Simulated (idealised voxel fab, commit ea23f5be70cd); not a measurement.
process module | voxel quadruple lines
cross-section cut | 205 nm wide | cells 5 nm
A cross-section is a grid of square cells, given in bands from the top down. A band is one or more rows of cells.
Each band's line starts with the height of the band's top and of its bottom, in nm. Then come its materials from left to right, each with its width in nm. One material with "throughout" fills the band from edge to edge. "air" is empty space.
Height 0 is the level under which the wafer as received is all one material. The lowest band goes on downwards, as in "0 down".
A width such as "30 to 40" changes by the same amount from each row of cells to the next, from the band's top row to its bottom row.
"no change" after a step means that no cell of the cross-section changed.
closed voids: empty space of 8 cells or more with no open way to the top, each as width x height at its distance from the left edge, in nm
after a step's settings: what the simulator itself notes on the step
overlay nm, on a step with a mask: how far to the right of its planned place the mask lay; to the left if negative
plan
1 op RECEIVE | material Si
2 op CONFORMAL_DEP | material Al2O3 | thk nm 5
3 op DIRECTIONAL_DEP | material W | thk nm 10
4 op DIRECTIONAL_DEP | material polySi | thk nm 20
5 op DIRECTIONAL_DEP | material aC | thk nm 20
6 op PATTERN | tone cover | mask id MANDREL | material resist | width nm 25 | thk nm 30 | overlay nm 0
7 op DIRECTIONAL_ETCH | etch materials aC | depth nm 20
8 op STRIP | etch materials resist
9 op CONFORMAL_DEP | material SiO2 | thk nm 15
10 op DIRECTIONAL_ETCH | etch materials SiO2 | depth nm 15
11 op STRIP | etch materials aC
12 op DIRECTIONAL_ETCH | etch materials polySi | depth nm 20
13 op STRIP | etch materials SiO2
14 op CONFORMAL_DEP | material SiN | thk nm 5
15 op DIRECTIONAL_ETCH | etch materials SiN | depth nm 5
16 op STRIP | etch materials polySi
17 op DIRECTIONAL_ETCH | etch materials W | depth nm 10
18 op STRIP | etch materials SiN
first wafer, as planned
as received, after step 1
  0 down: Si throughout
  closed voids: none
after step 2
  5 to 0: Al2O3 throughout
  below 0: unchanged
after step 3
  15 to 5: W throughout
  below 5: unchanged
after step 4
  35 to 15: polySi throughout
  below 15: unchanged
after step 5
  55 to 35: aC throughout
  below 35: unchanged
after step 6
  85 to 55: air 90 | resist 25 | air 90
  below 55: unchanged
after step 7
  65 to 55: air 90 | resist 25 | air 90
  55 to 35: air 90 | aC 25 | air 90
  below 35: unchanged
after step 8
  55 to 35: air 90 | aC 25 | air 90
  below 35: unchanged
after step 9
  70 to 55: air 75 | SiO2 55 | air 75
  55 to 50: air 75 | SiO2 15 | aC 25 | SiO2 15 | air 75
  50 to 35: SiO2 90 | aC 25 | SiO2 90
  below 35: unchanged
after step 10
  55 to 35: air 75 | SiO2 15 | aC 25 | SiO2 15 | air 75
  below 35: unchanged
after step 11
  55 to 35: air 75 | SiO2 15 | air 25 | SiO2 15 | air 75
  below 35: unchanged
after step 12
  55 to 35: air 75 | SiO2 15 | air 25 | SiO2 15 | air 75
  35 to 15: air 75 | polySi 15 | air 25 | polySi 15 | air 75
  below 15: unchanged
after step 13
  35 to 15: air 75 | polySi 15 | air 25 | polySi 15 | air 75
  below 15: unchanged
after step 14
  40 to 35: air 70 | SiN 25 | air 15 | SiN 25 | air 70
  35 to 20: air 70 | SiN 5 | polySi 15 | SiN 5 | air 15 | SiN 5 | polySi 15 | SiN 5 | air 70
  20 to 15: SiN 75 | polySi 15 | SiN 25 | polySi 15 | SiN 75
  below 15: unchanged
after step 15
  35 to 15: air 70 | SiN 5 | polySi 15 | SiN 5 | air 15 | SiN 5 | polySi 15 | SiN 5 | air 70
  below 15: unchanged
after step 16
  35 to 15: air 70 | SiN 5 | air 15 | SiN 5 | air 15 | SiN 5 | air 15 | SiN 5 | air 70
  below 15: unchanged
after step 17
  35 to 15: air 70 | SiN 5 | air 15 | SiN 5 | air 15 | SiN 5 | air 15 | SiN 5 | air 70
  15 to 5: air 70 | W 5 | air 15 | W 5 | air 15 | W 5 | air 15 | W 5 | air 70
  below 5: unchanged
after step 18
  15 to 5: air 70 | W 5 | air 15 | W 5 | air 15 | W 5 | air 15 | W 5 | air 70
  below 5: unchanged
second wafer: like start, like plan, one mistake. Through step 5 it matches the first wafer
when step 6 should have ended
  85 to 55: air 85 | resist 35 | air 85
  below 55: unchanged
when step 7 should have ended
  65 to 55: air 85 | resist 35 | air 85
  55 to 35: air 85 | aC 35 | air 85
  below 35: unchanged
when step 8 should have ended
  55 to 35: air 85 | aC 35 | air 85
  below 35: unchanged
when step 9 should have ended
  70 to 55: air 70 | SiO2 65 | air 70
  55 to 50: air 70 | SiO2 15 | aC 35 | SiO2 15 | air 70
  50 to 35: SiO2 85 | aC 35 | SiO2 85
  below 35: unchanged
when step 10 should have ended
  55 to 35: air 70 | SiO2 15 | aC 35 | SiO2 15 | air 70
  below 35: unchanged
when step 11 should have ended
  55 to 35: air 70 | SiO2 15 | air 35 | SiO2 15 | air 70
  below 35: unchanged
when step 12 should have ended
  55 to 35: air 70 | SiO2 15 | air 35 | SiO2 15 | air 70
  35 to 15: air 70 | polySi 15 | air 35 | polySi 15 | air 70
  below 15: unchanged
when step 13 should have ended
  35 to 15: air 70 | polySi 15 | air 35 | polySi 15 | air 70
  below 15: unchanged
when step 14 should have ended
  40 to 35: air 65 | SiN 25 | air 25 | SiN 25 | air 65
  35 to 20: air 65 | SiN 5 | polySi 15 | SiN 5 | air 25 | SiN 5 | polySi 15 | SiN 5 | air 65
  20 to 15: SiN 70 | polySi 15 | SiN 35 | polySi 15 | SiN 70
  below 15: unchanged
when step 15 should have ended
  35 to 15: air 65 | SiN 5 | polySi 15 | SiN 5 | air 25 | SiN 5 | polySi 15 | SiN 5 | air 65
  below 15: unchanged
when step 16 should have ended
  35 to 15: air 65 | SiN 5 | air 15 | SiN 5 | air 25 | SiN 5 | air 15 | SiN 5 | air 65
  below 15: unchanged
when step 17 should have ended
  35 to 15: air 65 | SiN 5 | air 15 | SiN 5 | air 25 | SiN 5 | air 15 | SiN 5 | air 65
  15 to 5: air 65 | W 5 | air 15 | W 5 | air 25 | W 5 | air 15 | W 5 | air 65
  below 5: unchanged
when step 18 should have ended
  15 to 5: air 65 | W 5 | air 15 | W 5 | air 25 | W 5 | air 15 | W 5 | air 65
  below 5: unchanged
what went wrong: step 6 ran as: op PATTERN | tone cover | mask id MANDREL | material resist | width nm 35 | thk nm 30 | overlay nm 0
at the end the second wafer has, in cells: as many of each material as the first, in other places
